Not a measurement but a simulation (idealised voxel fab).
Process module name: voxel released beams
Section shown: cut. Width: 165 nm. Cell size: 5 nm, square.
Square cells in a grid make up a cross-section in this document, and the grid is given as bands, listed from the top down, each one or more rows of cells.
It is stipulated that each band's entry specify, in nanometres, the height of the top of the band and then that of its bottom, followed by the materials of the band in left-to-right sequence, each together with its width in nanometres. A single material marked by the word "everywhere" is understood to fill the band from edge to edge; the word "blank" is understood to denote empty space.
Heads up on the height convention: 0 is the point under which the incoming wafer is all one material, and the lowest band has no bottom, it just keeps going down, like "0 -> down".
The notation "30->40" denotes a width that varies across the rows of cells in the band, beginning at the first number in the top row, finishing at the second number in the bottom row, and changing by an identical amount from each row to the next.
"identical to before" for a step: no cell of the cross-section changed in that step.
What "Sealed internal voids" gives you is every empty space of 8 cells or more that is cut off from the top. Each appears as width x height at distance, with the distance taken from the left edge and width, height and distance all in nm.
It should be noted that, on the line of a given step, the content following the step's settings is a remark produced by the simulator itself with respect to that step.
Among the settings permitted on a step's line is "overlay nm"; applied to a step with a mask, it specifies the extent to which the mask lay to the right of its planned position, whereas a negative figure signifies a position to the left.

### So here's the lineup of process steps we planned
1. RECEIVE [material Si]
2. CONFORMAL_DEP [material SiN] [thk nm 5]
3. DIRECTIONAL_DEP [material SiO2] [thk nm 20]
4. MASKED_ETCH [tone open] [mask id ANCHOR] [width nm 35] [etch materials SiO2] [depth nm 20] [overlay nm 0]
5. CONFORMAL_DEP [material polySi] [thk nm 15]
6. MASKED_ETCH [tone cover] [mask id BEAM] [width nm 95] [etch materials polySi] [depth nm 15] [overlay nm 0]
7. STRIP [etch materials SiO2]

### Received-state cross-section, reflecting completion of step 1
  0 -> down = Si everywhere
  Sealed internal voids: none

### As-planned run: cross-section of the first of two wafers at end of module
  40 -> 25 = 30 nm blank, then 20 nm polySi, then 5 nm blank, then 70 nm polySi, then 40 nm blank
  25 -> 20 = 35 nm blank, then 15 nm polySi, then 5 nm blank, then 15 nm polySi, then 95 nm blank
  20 -> 5 = 35 nm blank, then 35 nm polySi, then 95 nm blank
  5 -> 0 = SiN everywhere
  0 -> down = Si everywhere
  Sealed internal voids: none

### Second wafer cross-section at end of module - shared start and plan with the first, one mistake in the run
  40 -> 25 = 35 nm blank, then 15 nm polySi, then 5 nm blank, then 70 nm polySi, then 40 nm blank
  25 -> 20 = 35 nm blank, then 15 nm polySi, then 5 nm blank, then 15 nm polySi, then 95 nm blank
  20 -> 5 = 35 nm blank, then 35 nm polySi, then 95 nm blank
  5 -> 0 = SiN everywhere
  0 -> down = Si everywhere
  Sealed internal voids: none
Where did the run depart from the plan? step 6: run off-plan, actual operation and settings MASKED_ETCH [tone cover] [mask id BEAM] [width nm 90] [etch materials polySi] [depth nm 15] [overlay nm 0]
Cell-count delta at end, second wafer over first, by material: polySi: 3 fewer
